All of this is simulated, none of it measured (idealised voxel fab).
process module | voxel wiring stack
cross-section cut | 280 nm wide | cells 5 nm
A cross-section is a grid of square cells, given in bands from the top down. A band is one or more rows of cells.
Each band's line starts with the height of the band's top and of its bottom, in nm. Then come its materials from left to right, each with its width in nm. One material with "throughout" fills the band from edge to edge. "air" is empty space.
Height 0 is the level under which the wafer as received is all one material. The lowest band goes on downwards, as in "0 down".
A width such as "30 to 40" changes by the same amount from each row of cells to the next, from the band's top row to its bottom row.
"no change" after a step means that no cell of the cross-section changed.
closed voids: empty space of 8 cells or more with no open way to the top, each as width x height at its distance from the left edge, in nm
after a step's settings: what the simulator itself notes on the step
overlay nm, on a step with a mask: how far to the right of its planned place the mask lay; to the left if negative
plan
1 op RECEIVE | material Si
2 op CONFORMAL_DEP | material SiO2 | thk nm 10
3 op CONFORMAL_DEP | material SiN | thk nm 5
4 op DIRECTIONAL_DEP | material lowk | thk nm 15
5 op DIRECTIONAL_DEP | material aC | thk nm 10
6 op PATTERN | tone open | mask id METAL_1 | material resist | width nm 25 | pitch nm 40 | thk nm 30 | overlay nm 0
7 op DIRECTIONAL_ETCH | etch materials aC | depth nm 10
8 op STRIP | etch materials resist
9 op DIRECTIONAL_ETCH | etch materials lowk | depth nm 15
10 op DIRECTIONAL_ETCH | etch materials SiN | depth nm 5
11 op STRIP | etch materials aC
12 op CONFORMAL_DEP | material TiN | thk nm 5
13 op FILL_DEP | material Cu | thk nm 5
14 op CMP | height nm 30
15 op CONFORMAL_DEP | material SiCN | thk nm 5
16 op DIRECTIONAL_DEP | material lowk | thk nm 20
17 op DIRECTIONAL_DEP | material aC | thk nm 15
18 op PATTERN | tone open | mask id PLUG_1 | material resist | width nm 15 | pitch nm 40 | thk nm 35 | overlay nm 0
19 op DIRECTIONAL_ETCH | etch materials aC | depth nm 15
20 op STRIP | etch materials resist
21 op DIRECTIONAL_ETCH | etch materials lowk | depth nm 20
22 op DIRECTIONAL_ETCH | etch materials SiCN | depth nm 5
23 op STRIP | etch materials aC
24 op CONFORMAL_DEP | material TiN | thk nm 5
25 op FILL_DEP | material Ru | thk nm 5
26 op CMP | height nm 55
27 op CONFORMAL_DEP | material SiCN | thk nm 5
28 op DIRECTIONAL_DEP | material lowk | thk nm 25
29 op MASKED_ETCH | tone open | mask id METAL_2 | width nm 25 | pitch nm 40 | etch materials lowk | depth nm 25 | overlay nm 0
30 op MASKED_ETCH | tone open | mask id METAL_2 | width nm 25 | pitch nm 40 | etch materials SiCN | depth nm 5 | overlay nm 0
31 op CONFORMAL_DEP | material TiN | thk nm 5
32 op FILL_DEP | material Cu | thk nm 5
33 op CMP | height nm 85
34 op CONFORMAL_DEP | material SiN | thk nm 5
as received, after step 1
  0 down: Si throughout
  closed voids: none
first wafer at the end, as planned
  90 to 85: SiN throughout
  85 to 60: lowk 105 | TiN 5 | Cu 15 | TiN 5 | lowk 15 | TiN 5 | Cu 15 | TiN 5 | lowk 110
  60 to 55: SiCN 105 | TiN 25 | SiCN 15 | TiN 25 | SiCN 110
  55 to 35: lowk 105 | TiN 5 | Ru 5 | TiN 5 | lowk 25 | TiN 5 | Ru 5 | TiN 5 | lowk 120
  35 to 30: SiCN 105 | TiN 15 | SiCN 25 | TiN 15 | SiCN 120
  30 to 15: lowk 105 | TiN 5 | Cu 15 | TiN 5 | lowk 15 | TiN 5 | Cu 15 | TiN 5 | lowk 110
  15 to 10: SiN 105 | TiN 25 | SiN 15 | TiN 25 | SiN 110
  10 to 0: SiO2 throughout
  0 down: Si throughout
  closed voids: none
second wafer at the end: like start, like plan, one mistake
  90 to 85: SiN throughout
  85 to 60: lowk 105 | TiN 5 | Cu 15 | TiN 5 | lowk 15 | TiN 5 | Cu 15 | TiN 5 | lowk 110
  60 to 55: SiCN 105 | TiN 25 | SiCN 15 | TiN 25 | SiCN 110
  55 to 35: lowk 105 | TiN 5 | Ru 5 | TiN 5 | lowk 25 | TiN 5 | Ru 5 | TiN 5 | lowk 120
  35 to 30: SiCN 105 | TiN 15 | SiCN 25 | TiN 15 | SiCN 120
  30 to 25: SiN 105 | TiN 25 | SiN 15 | TiN 25 | SiN 110
  25 to 10: SiN throughout
  10 to 0: SiO2 throughout
  0 down: Si throughout
  closed voids: none
what went wrong: step 4 ran as: op DIRECTIONAL_DEP | material SiN | thk nm 15
at the end the second wafer has, in cells: 18 fewer of Cu | 168 more of SiN | 12 fewer of TiN | 138 fewer of lowk
